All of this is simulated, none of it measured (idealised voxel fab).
A process module follows: voxel released beams.
Section shown: cut. Width: 175 nm. Cell size: 5 nm, square.
The cross-sections in this document take the form of a grid made of square cells. They are written out as bands, in order from top to bottom. Each band consists of one or more rows of cells.
Heights first: top, then bottom, in nm. Then materials, left to right, each with a width in nm. "everywhere" on a single material: fills the band edge to edge. "blank": empty space.
Below 0: as-received wafer, all one material; heights counted from there. Lowest band: no bottom, goes on down, written "0 down".
Top row gets the first number, bottom row gets the second, and each row in between changes by the same step: that is how a band width like "30 to 40" works.
A step reported as "nothing different" is a step in which no cell of the cross-section changed.
Entry "Closed void list". Content: empty spaces with no open connection to the top, size 8 cells or greater. Each: width x height at distance. Distance: from left edge. Unit: nm.
It should be noted that, on the line of a given step, the content following the step's settings is a remark produced by the simulator itself with respect to that step.
"overlay nm", when on a step's line for a step with a mask, measures how far to the right of its planned place the mask lay; a negative measure means to the left.

LISTED BELOW ARE THE PROCESS STEPS AS PLANNED
1: RECEIVE [material Si]
2: CONFORMAL_DEP [material SiN] [thk nm 10]
3: DIRECTIONAL_DEP [material SiO2] [thk nm 10]
4: MASKED_ETCH [tone open] [mask id ANCHOR] [width nm 25] [etch materials SiO2] [depth nm 10] [overlay nm 0]
5: CONFORMAL_DEP [material W] [thk nm 10]
6: PATTERN [tone cover] [mask id BEAM] [material resist] [width nm 70] [thk nm 15] [overlay nm 0]
7: DIRECTIONAL_ETCH [etch materials W] [depth nm 10]
8: STRIP [etch materials resist]
9: STRIP [etch materials SiO2]

WAFER CROSS-SECTION ON RECEIPT, I.E. AFTER STEP 1
    0 down = Si everywhere
    Closed void list: none

THIS IS HOW THE WAFER LOOKS IN CROSS-SECTION ONCE THE MODULE IS DONE, GIVEN THE STARTING STATE AND PLAN ABOVE AND ONE MISTAKE IN CARRYING THE PLAN OUT
    30 to 20 = blank 50 | W 10 | blank 15 | W 45 | blank 55
    20 to 10 = blank 50 | W 35 | blank 90
    10 to 0 = SiN everywhere
    0 down = Si everywhere
    Closed void list: none
What was the processing mistake? heads up, step 4 didn't go per plan, it actually ran as MASKED_ETCH [tone open] [mask id ANCHOR] [width nm 35] [etch materials SiO2] [depth nm 10] [overlay nm 0]
